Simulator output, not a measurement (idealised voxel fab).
A process module follows: voxel capacitor over wiring.
Shown is cross-section cut, with a width of 210 nm and square cells of size 5 nm.
How to read a cross-section here: the picture is a grid of square cells, written as bands going from the top down, and any band can span one or more rows of cells. It is stipulated that each band's entry specify, in nanometres, the height of the top of the band and then that of its bottom, followed by the materials of the band in left-to-right sequence, each together with its width in nanometres. A single material marked by the word "edge to edge" is understood to fill the band from edge to edge; the word "empty" is understood to denote empty space. Height reference: 0 = level under which incoming wafer is all one material. Lowest band: no bottom, runs on downward, e.g. "z 0 and below". A width given as "30 to 40" starts at the first number in the band's top row and ends at the second number in its bottom row, shifting by an equal amount at every step from row to row. "identical to before" means the step left every cell of the cross-section as it was. Voids not open to the top, 8 cells minimum: see "Sealed void list". Written width x height at distance; distance is from the left edge; nm. after a step's settings: what the simulator itself notes on the step. Among the settings permitted on a step's line is "overlay nm"; applied to a step with a mask, it specifies the extent to which the mask lay to the right of its planned position, whereas a negative figure signifies a position to the left.

THE PLANNED PROCESS STEPS ARE ENUMERATED HEREUNDER
step 1: RECEIVE [material Si]
step 2: CONFORMAL_DEP [material SiO2] [thk nm 15]
step 3: CONFORMAL_DEP [material SiCN] [thk nm 5]
step 4: DIRECTIONAL_DEP [material SiO2] [thk nm 25]
step 5: MASKED_ETCH [tone open] [mask id METAL_1] [width nm 25] [pitch nm 75] [etch materials SiO2] [depth nm 25] [overlay nm 0]
step 6: MASKED_ETCH [tone open] [mask id METAL_1] [width nm 25] [pitch nm 75] [etch materials SiCN] [depth nm 5] [overlay nm 0]
step 7: CONFORMAL_DEP [material TiN] [thk nm 5]
step 8: FILL_DEP [material W] [thk nm 10]
step 9: CMP [height nm 45]
step 10: EPI [material Ru] [thk nm 5]
step 11: FILL_DEP [material SiCN] [thk nm 5]
step 12: DIRECTIONAL_DEP [material SiO2] [thk nm 10]
step 13: MASKED_ETCH [tone open] [mask id PLUG_1] [width nm 15] [etch materials SiO2] [depth nm 10] [overlay nm 0]
step 14: MASKED_ETCH [tone open] [mask id PLUG_1] [width nm 15] [etch materials SiCN] [depth nm 5] [overlay nm 0]
step 15: CONFORMAL_DEP [material TiN] [thk nm 5]
step 16: FILL_DEP [material W] [thk nm 5]
step 17: CMP [height nm 65]
step 18: DIRECTIONAL_DEP [material TiN] [thk nm 10]
step 19: DIRECTIONAL_DEP [material Al2O3] [thk nm 5]
step 20: DIRECTIONAL_DEP [material TiN] [thk nm 10]
step 21: PATTERN [tone cover] [mask id UPPER_PLATE] [material resist] [width nm 55] [thk nm 20] [overlay nm 0]
step 22: DIRECTIONAL_ETCH [etch materials TiN] [depth nm 10]
step 23: DIRECTIONAL_ETCH [etch materials Al2O3] [depth nm 5]
step 24: STRIP [etch materials resist]
step 25: PATTERN [tone cover] [mask id LOWER_PLATE] [material resist] [width nm 65] [thk nm 15] [overlay nm 0]
step 26: DIRECTIONAL_ETCH [etch materials TiN] [depth nm 10]
step 27: STRIP [etch materials resist]
step 28: FILL_DEP [material SiO2] [thk nm 20]
step 29: CMP [height nm 105]
step 30: PATTERN [tone open] [mask id PLUG_2] [material resist] [width nm 15] [thk nm 20] [overlay nm 0]
step 31: DIRECTIONAL_ETCH [etch materials SiO2] [depth nm 15]
step 32: STRIP [etch materials resist]
step 33: CONFORMAL_DEP [material TiN] [thk nm 5]
step 34: FILL_DEP [material Ru] [thk nm 5]
step 35: CMP [height nm 105]
step 36: CONFORMAL_DEP [material SiCN] [thk nm 5]

AS-RECEIVED STATE OF THE WAFER IN CROSS-SECTION, EQUIVALENT TO POST-STEP 1
- z 0 and below | Si edge to edge
- Sealed void list: none

THE CROSS-SECTION SHOWN CORRESPONDS TO THE WAFER AT THE CONCLUSION OF THE MODULE. THE INITIAL STRUCTURE AND THE PROCESS PLAN ARE THOSE PRESENTED ABOVE; HOWEVER, ONE MISTAKE OCCURRED IN EXECUTING THE PLAN
- z 110 to 105 | SiCN edge to edge
- z 105 to 95 | 75 SiO2; 5 TiN; 5 Ru; 5 TiN; 120 SiO2
- z 95 to 90 | 75 SiO2; 15 TiN; 120 SiO2
- z 90 to 80 | 65 SiO2; 55 TiN; 90 SiO2
- z 80 to 75 | 65 SiO2; 55 Al2O3; 90 SiO2
- z 75 to 65 | 60 SiO2; 65 TiN; 85 SiO2
- z 65 to 60 | 60 W; 5 TiN; 15 SiO2; 5 TiN; 125 W
- z 60 to 55 | 65 TiN; 15 SiO2; 130 TiN
- z 55 to 50 | SiCN edge to edge
- z 50 to 45 | 50 SiCN; 35 Ru; 40 SiCN; 35 Ru; 50 SiCN
- z 45 to 20 | 55 SiO2; 5 TiN; 15 W; 5 TiN; 50 SiO2; 5 TiN; 15 W; 5 TiN; 55 SiO2
- z 20 to 15 | 55 SiCN; 25 TiN; 50 SiCN; 25 TiN; 55 SiCN
- z 15 to 0 | SiO2 edge to edge
- z 0 and below | Si edge to edge
- Sealed void list: none
What was done differently from what was planned? step 13 did not happen as planned, as run it was MASKED_ETCH [tone cover] [mask id PLUG_1] [width nm 15] [etch materials SiO2] [depth nm 10] [overlay nm 0]
